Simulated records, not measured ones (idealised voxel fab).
The process module presented herein is designated voxel wiring stack.
The width of the displayed cross-section, cut, is 155 nm; its cells are square, with a size of 5 nm.
Cross-section spec: square-cell grid; bands listed top down; each band is one or more rows. For a band, the entry starts with two heights in nm, that of the top and then that of the bottom, and carries on with the band's materials in order from left to right, each alongside its width in nm; the word "everywhere" beside a single material means it fills the band edge to edge, and "blank" means empty space. Heights from 0 (as-received wafer is one material below). Bottom band endless downward, as "0 -> down". Width "30->40": first value at the band's top row of cells, second value at its bottom row, equal change from row to row. "nothing got changed" -> step changed no cross-section cell. Closed-off voids of 8+ cells (no open route to the top) go in "Trapped cavities", written width x height at distance from the left edge, in nm. Anything after a step's settings on that line? It's the simulator's own note about the step. overlay nm: right-of-plan distance of the mask on a masked step; negative values mean left-of-plan.

## plan
1. RECEIVE,material Si
2. CONFORMAL_DEP,material SiO2,thk nm 15
3. CONFORMAL_DEP,material SiN,thk nm 5
4. DIRECTIONAL_DEP,material SiO2,thk nm 25
5. DIRECTIONAL_DEP,material aC,thk nm 10
6. PATTERN,tone open,mask id METAL_1,material resist,width nm 25,pitch nm 45,thk nm 25,overlay nm 0
7. DIRECTIONAL_ETCH,etch materials aC,depth nm 10
8. STRIP,etch materials resist
9. DIRECTIONAL_ETCH,etch materials SiO2,depth nm 25
10. DIRECTIONAL_ETCH,etch materials SiN,depth nm 5
11. STRIP,etch materials aC
12. CONFORMAL_DEP,material TiN,thk nm 5
13. FILL_DEP,material Ru,thk nm 5
14. CMP,height nm 45
15. CONFORMAL_DEP,material SiCN,thk nm 5
16. DIRECTIONAL_DEP,material lowk,thk nm 25
17. DIRECTIONAL_DEP,material aC,thk nm 10
18. PATTERN,tone open,mask id METAL_2_HOLES,material resist,width nm 15,pitch nm 45,thk nm 30,overlay nm 0
19. DIRECTIONAL_ETCH,etch materials aC,depth nm 10
20. STRIP,etch materials resist
21. DIRECTIONAL_ETCH,etch materials lowk,depth nm 25
22. STRIP,etch materials aC
23. MASKED_ETCH,tone open,mask id METAL_2,width nm 25,pitch nm 45,etch materials lowk,depth nm 15,overlay nm 0
24. MASKED_ETCH,tone open,mask id METAL_2,width nm 25,pitch nm 45,etch materials SiCN,depth nm 5,overlay nm 0
25. CONFORMAL_DEP,material TiN,thk nm 5
26. FILL_DEP,material Cu,thk nm 10
27. CMP,height nm 75
28. CONFORMAL_DEP,material SiCN,thk nm 5
29. DIRECTIONAL_DEP,material SiO2,thk nm 35
30. PATTERN,tone open,mask id METAL_3_HOLES,material resist,width nm 15,thk nm 20,overlay nm 0
31. DIRECTIONAL_ETCH,etch materials SiO2,depth nm 35
32. STRIP,etch materials resist
33. PATTERN,tone open,mask id METAL_3,material resist,width nm 25,pitch nm 45,thk nm 15,overlay nm 0
34. DIRECTIONAL_ETCH,etch materials SiO2,depth nm 20
35. DIRECTIONAL_ETCH,etch materials SiCN,depth nm 5
36. STRIP,etch materials resist
37. CONFORMAL_DEP,material TiN,thk nm 5
38. FILL_DEP,material Cu,thk nm 5
39. CMP,height nm 115
40. CONFORMAL_DEP,material SiN,thk nm 5

## Cross-section of the wafer at receipt, which is the condition after step 1
* 0 -> down | Si everywhere
* Trapped cavities: none

## Cross-sectional view of the first of the two wafers upon completion of the module, processed in accordance with the plan
* 120 -> 115 | SiN everywhere
* 115 -> 100 | SiO2: 40, TiN: 5, Cu: 15, TiN: 5, SiO2: 20, TiN: 5, Cu: 15, TiN: 5, SiO2: 45
* 100 -> 95 | SiO2: 40, TiN: 5, Cu: 5, TiN: 15, SiO2: 20, TiN: 25, SiO2: 45
* 95 -> 80 | SiO2: 40, TiN: 5, Cu: 5, TiN: 5, SiO2: 100
* 80 -> 75 | SiCN: 40, TiN: 15, SiCN: 100
* 75 -> 65 | lowk: 40, TiN: 5, Cu: 15, TiN: 5, lowk: 20, TiN: 5, Cu: 15, TiN: 5, lowk: 45
* 65 -> 60 | lowk: 40, TiN: 5, Cu: 5, TiN: 15, lowk: 20, TiN: 5, Cu: 5, TiN: 15, lowk: 45
* 60 -> 50 | lowk: 40, TiN: 5, Cu: 5, TiN: 5, lowk: 30, TiN: 5, Cu: 5, TiN: 5, lowk: 55
* 50 -> 45 | SiCN: 40, TiN: 15, SiCN: 30, TiN: 15, SiCN: 55
* 45 -> 20 | SiO2: 40, TiN: 5, Ru: 15, TiN: 5, SiO2: 20, TiN: 5, Ru: 15, TiN: 5, SiO2: 45
* 20 -> 15 | SiN: 40, TiN: 25, SiN: 20, TiN: 25, SiN: 45
* 15 -> 0 | SiO2 everywhere
* 0 -> down | Si everywhere
* Trapped cavities: none

## Cross-sectional image of the second wafer of the two following completion of the module. Starting state and process plan were the same as for the first wafer; one execution error occurred
* 120 -> 115 | SiN everywhere
* 115 -> 100 | SiO2: 40, TiN: 5, Cu: 15, TiN: 5, SiO2: 20, TiN: 5, Cu: 15, TiN: 5, SiO2: 45
* 100 -> 95 | SiO2: 40, TiN: 5, Cu: 5, TiN: 15, SiO2: 20, TiN: 25, SiO2: 45
* 95 -> 80 | SiO2: 40, TiN: 5, Cu: 5, TiN: 5, SiO2: 100
* 80 -> 75 | SiCN: 40, TiN: 15, SiCN: 100
* 75 -> 65 | lowk: 40, TiN: 5, Cu: 15, TiN: 5, lowk: 20, TiN: 5, Cu: 15, TiN: 5, lowk: 45
* 65 -> 60 | lowk: 40, TiN: 5, Cu: 5, TiN: 15, lowk: 20, TiN: 5, Cu: 5, TiN: 15, lowk: 45
* 60 -> 50 | lowk: 40, TiN: 5, Cu: 5, TiN: 5, lowk: 30, TiN: 5, Cu: 5, TiN: 5, lowk: 55
* 50 -> 45 | SiCN: 40, TiN: 15, SiCN: 30, TiN: 15, SiCN: 55
* 45 -> 20 | Ru: 35, TiN: 5, SiO2: 25, TiN: 5, Ru: 10, TiN: 5, SiO2: 25, TiN: 5, Ru: 40
* 20 -> 15 | TiN: 40, SiN: 25, TiN: 20, SiN: 25, TiN: 45
* 15 -> 0 | SiO2 everywhere
* 0 -> down | Si everywhere
* Trapped cavities: none
what went wrong: step 6 was not run as planned; what actually ran was PATTERN,tone cover,mask id METAL_1,material resist,width nm 25,pitch nm 45,thk nm 25,overlay nm 0
Materials where the second wafer ends with more or fewer cells than the first: Ru: 55 more; SiN: 11 fewer; SiO2: 55 fewer; TiN: 11 more
